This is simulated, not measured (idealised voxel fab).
A process module follows: voxel lift off.
For reference, the cross-section in this document is cut, with width 290 nm and square cells of 5 nm.
Think of the cross-section as a grid of square cells. We describe it in bands, top to bottom, and each band covers one or more rows of those cells. For a band, the entry starts with two heights in nm, that of the top and then that of the bottom, and carries on with the band's materials in order from left to right, each alongside its width in nm; the word "edge to edge" beside a single material means it fills the band edge to edge, and "empty" means empty space. The reference from which all heights are counted is 0, the level beneath which the as-received wafer is entirely one material; the lowest band, having no lower bound, proceeds downward and is written after the example "0 nm and below". A width such as "30..40" changes by the same amount from each row of cells to the next, from the band's top row to its bottom row. A step reported as "remains unaltered" is a step in which no cell of the cross-section changed. If an empty space has no open way to the top and is at least 8 cells in size, "Voids lacking openings" lists it, written width x height at distance, where distance is measured from the left edge and every value is in nm. What comes after the settings on a step's line is commentary from the simulator itself on that step. For masked steps, "overlay nm" on the step line gives how far right of plan the mask actually lay; a minus sign means it lay to the left. Guide to the pairs. Each holds a before and an after cross-section around one process step; the after cross-section is cut off at the lowest band that changed. Look under the pair for the step between them and its settings. Pairs can come from different runs of this module on the same starting wafer, so a pair follows on from the one above it only where its entry headed "before" says it does.

-- before
* 0 nm and below = Si edge to edge
* Voids lacking openings: none

-- Step Result
* 5 nm to 0 nm = SiO2 edge to edge
* Rest of section, below 0: as before.
* Voids lacking openings: none
The step occurring between the two cross-sections depicted above is identified as CONFORMAL_DEP with material SiO2, thk nm 5

before: as in the pair right above, post-step view.

-- Step Result
* 30 nm to 5 nm = 110 of resist  25 of empty  15 of resist  25 of empty  115 of resist
* Rest of section, below 5: as before.
* Voids lacking openings: none
The step occurring between the two cross-sections depicted above is identified as PATTERN with tone open, mask id LINES, material resist, width nm 25, pitch nm 40, thk nm 25, overlay nm 0

before: as in the pair right above, post-step view.

-- Step Result
* 40 nm to 30 nm = 110 of Ru  25 of empty  15 of Ru  25 of empty  115 of Ru
* 30 nm to 15 nm = 110 of resist  25 of empty  15 of resist  25 of empty  115 of resist
* 15 nm to 5 nm = 110 of resist  25 of Ru  15 of resist  25 of Ru  115 of resist
* Rest of section, below 5: as before.
* Voids lacking openings: none
The step occurring between the two cross-sections depicted above is identified as DIRECTIONAL_DEP with material Ru, thk nm 10

before: as in the pair right above, post-step view.

-- Step Result
* 15 nm to 5 nm = 110 of empty  25 of Ru  15 of empty  25 of Ru  115 of empty
* Rest of section, below 5: as before.
* Voids lacking openings: none
The step occurring between the two cross-sections depicted above is identified as STRIP with etch materials resist

before: as in the pair right above, post-step view.

-- Step Result
* 25 nm to 15 nm = 100 of empty  85 of SiCN  105 of empty
* 15 nm to 5 nm = 110 of SiCN  25 of Ru  15 of SiCN  25 of Ru  115 of SiCN
* Rest of section, below 5: as before.
* Voids lacking openings: none
The step occurring between the two cross-sections depicted above is identified as CONFORMAL_DEP with material SiCN, thk nm 10

-- before
* 0 nm and below = Si edge to edge
* Voids lacking openings: none

-- Step Result
* 15 nm to 0 nm = SiO2 edge to edge
* Rest of section, below 0: as before.
* Voids lacking openings: none
The step occurring between the two cross-sections depicted above is identified as CONFORMAL_DEP with material SiO2, thk nm 15

before: as in the pair right above, post-step view.

-- Step Result
* 40 nm to 15 nm = 110 of resist  25 of empty  15 of resist  25 of empty  115 of resist
* Rest of section, below 15: as before.
* Voids lacking openings: none
The step occurring between the two cross-sections depicted above is identified as PATTERN with tone open, mask id LINES, material resist, width nm 25, pitch nm 40, thk nm 25, overlay nm 0

before: as in the pair right above, post-step view.

-- Step Result
* 50 nm to 40 nm = 110 of Ru  25 of empty  15 of Ru  25 of empty  115 of Ru
* 40 nm to 25 nm = 110 of resist  25 of empty  15 of resist  25 of empty  115 of resist
* 25 nm to 15 nm = 110 of resist  25 of Ru  15 of resist  25 of Ru  115 of resist
* Rest of section, below 15: as before.
* Voids lacking openings: none
The step occurring between the two cross-sections depicted above is identified as DIRECTIONAL_DEP with material Ru, thk nm 10

before: as in the pair right above, post-step view.

-- Step Result
* 25 nm to 15 nm = 110 of empty  25 of Ru  15 of empty  25 of Ru  115 of empty
* Rest of section, below 15: as before.
* Voids lacking openings: none
The step occurring between the two cross-sections depicted above is identified as STRIP with etch materials resist

before: as in the pair right above, post-step view.

-- Step Result
* 35 nm to 25 nm = 100 of empty  85 of SiCN  105 of empty
* 25 nm to 15 nm = 110 of SiCN  25 of Ru  15 of SiCN  25 of Ru  115 of SiCN
* Rest of section, below 15: as before.
* Voids lacking openings: none
The step occurring between the two cross-sections depicted above is identified as CONFORMAL_DEP with material SiCN, thk nm 10

-- before
* 5 nm to 0 nm = SiO2 edge to edge
* 0 nm and below = Si edge to edge
* Voids lacking openings: none

-- Step Result
* 30 nm to 5 nm = 115 of resist  20 of empty  20 of resist  20 of empty  115 of resist
* Rest of section, below 5: as before.
* Voids lacking openings: none
The step occurring between the two cross-sections depicted above is identified as PATTERN with tone open, mask id LINES, material resist, width nm 20, pitch nm 40, thk nm 25, overlay nm 0

before: as in the pair right above, post-step view.

-- Step Result
* 40 nm to 30 nm = 115 of Ru  20 of empty  20 of Ru  20 of empty  115 of Ru
* 30 nm to 15 nm = 115 of resist  20 of empty  20 of resist  20 of empty  115 of resist
* 15 nm to 5 nm = 115 of resist  20 of Ru  20 of resist  20 of Ru  115 of resist
* Rest of section, below 5: as before.
* Voids lacking openings: none
The step occurring between the two cross-sections depicted above is identified as DIRECTIONAL_DEP with material Ru, thk nm 10

before: as in the pair right above, post-step view.

-- Step Result
* 15 nm to 5 nm = 115 of empty  20 of Ru  20 of empty  20 of Ru  115 of empty
* Rest of section, below 5: as before.
* Voids lacking openings: none
The step occurring between the two cross-sections depicted above is identified as STRIP with etch materials resist

before: as in the pair right above, post-step view.

-- Step Result
* 25 nm to 15 nm = 105 of empty  80 of SiCN  105 of empty
* 15 nm to 5 nm = 115 of SiCN  20 of Ru  20 of SiCN  20 of Ru  115 of SiCN
* Rest of section, below 5: as before.
* Voids lacking openings: none
The step occurring between the two cross-sections depicted above is identified as CONFORMAL_DEP with material SiCN, thk nm 10

-- before
* 5 nm to 0 nm = SiO2 edge to edge
* 0 nm and below = Si edge to edge
* Voids lacking openings: none

-- Step Result
* 30 nm to 5 nm = 120 of resist  25 of empty  15 of resist  25 of empty  105 of resist
* Rest of section, below 5: as before.
* Voids lacking openings: none
The step occurring between the two cross-sections depicted above is identified as PATTERN with tone open, mask id LINES, material resist, width nm 25, pitch nm 40, thk nm 25, overlay nm 10

before: as in the pair right above, post-step view.

-- Step Result
* 40 nm to 30 nm = 120 of Ru  25 of empty  15 of Ru  25 of empty  105 of Ru
* 30 nm to 15 nm = 120 of resist  25 of empty  15 of resist  25 of empty  105 of resist
* 15 nm to 5 nm = 120 of resist  25 of Ru  15 of resist  25 of Ru  105 of resist
* Rest of section, below 5: as before.
* Voids lacking openings: none
The step occurring between the two cross-sections depicted above is identified as DIRECTIONAL_DEP with material Ru, thk nm 10

before: as in the pair right above, post-step view.

-- Step Result
* 15 nm to 5 nm = 120 of empty  25 of Ru  15 of empty  25 of Ru  105 of empty
* Rest of section, below 5: as before.
* Voids lacking openings: none
The step occurring between the two cross-sections depicted above is identified as STRIP with etch materials resist

before: as in the pair right above, post-step view.

-- Step Result
* 25 nm to 15 nm = 110 of empty  85 of SiCN  95 of empty
* 15 nm to 5 nm = 120 of SiCN  25 of Ru  15 of SiCN  25 of Ru  105 of SiCN
* Rest of section, below 5: as before.
* Voids lacking openings: none
The step occurring between the two cross-sections depicted above is identified as CONFORMAL_DEP with material SiCN, thk nm 10

-- before
* 0 nm and below = Si edge to edge
* Voids lacking openings: none

-- Step Result
* 5 nm to 0 nm = Ru edge to edge
* Rest of section, below 0: as before.
* Voids lacking openings: none
The step occurring between the two cross-sections depicted above is identified as CONFORMAL_DEP with material Ru, thk nm 5

before: as in the pair right above, post-step view.

-- Step Result
* 30 nm to 5 nm = 110 of resist  25 of empty  15 of resist  25 of empty  115 of resist
* Rest of section, below 5: as before.
* Voids lacking openings: none
The step occurring between the two cross-sections depicted above is identified as PATTERN with tone open, mask id LINES, material resist, width nm 25, pitch nm 40, thk nm 25, overlay nm 0

before: as in the pair right above, post-step view.

-- Step Result
* 40 nm to 30 nm = 110 of Ru  25 of empty  15 of Ru  25 of empty  115 of Ru
* 30 nm to 15 nm = 110 of resist  25 of empty  15 of resist  25 of empty  115 of resist
* 15 nm to 5 nm = 110 of resist  25 of Ru  15 of resist  25 of Ru  115 of resist
* Rest of section, below 5: as before.
* Voids lacking openings: none
The step occurring between the two cross-sections depicted above is identified as DIRECTIONAL_DEP with material Ru, thk nm 10

before: as in the pair right above, post-step view.

-- Step Result
* 15 nm to 5 nm = 110 of empty  25 of Ru  15 of empty  25 of Ru  115 of empty
* Rest of section, below 5: as before.
* Voids lacking openings: none
The step occurring between the two cross-sections depicted above is identified as STRIP with etch materials resist

before: as in the pair right above, post-step view.

-- Step Result
* 25 nm to 15 nm = 100 of empty  85 of SiCN  105 of empty
* 15 nm to 5 nm = 110 of SiCN  25 of Ru  15 of SiCN  25 of Ru  115 of SiCN
* Rest of section, below 5: as before.
* Voids lacking openings: none
The step occurring between the two cross-sections depicted above is identified as CONFORMAL_DEP with material SiCN, thk nm 10

-- before
* 5 nm to 0 nm = SiO2 edge to edge
* 0 nm and below = Si edge to edge
* Voids lacking openings: none

-- Step Result
* 30 nm to 5 nm = 110 of empty  25 of resist  15 of empty  25 of resist  115 of empty
* Rest of section, below 5: as before.
* Voids lacking openings: none
The step occurring between the two cross-sections depicted above is identified as PATTERN with tone cover, mask id LINES, material resist, width nm 25, pitch nm 40, thk nm 25, overlay nm 0

before: as in the pair right above, post-step view.

-- Step Result
* 40 nm to 30 nm = 110 of empty  25 of Ru  15 of empty  25 of Ru  115 of empty
* 30 nm to 15 nm = 110 of empty  25 of resist  15 of empty  25 of resist  115 of empty
* 15 nm to 5 nm = 110 of Ru  25 of resist  15 of Ru  25 of resist  115 of Ru
* Rest of section, below 5: as before.
* Voids lacking openings: none
The step occurring between the two cross-sections depicted above is identified as DIRECTIONAL_DEP with material Ru, thk nm 10

before: as in the pair right above, post-step view.

-- Step Result
* 15 nm to 5 nm = 110 of Ru  25 of empty  15 of Ru  25 of empty  115 of Ru
* Rest of section, below 5: as before.
* Voids lacking openings: none
The step occurring between the two cross-sections depicted above is identified as STRIP with etch materials resist

before: as in the pair right above, post-step view.

-- Step Result
* 25 nm to 15 nm = 120 of SiCN  5 of empty  35 of SiCN  5 of empty  125 of SiCN
* 15 nm to 5 nm = 110 of Ru  25 of SiCN  15 of Ru  25 of SiCN  115 of Ru
* Rest of section, below 5: as before.
* Voids lacking openings: none
The step occurring between the two cross-sections depicted above is identified as CONFORMAL_DEP with material SiCN, thk nm 10
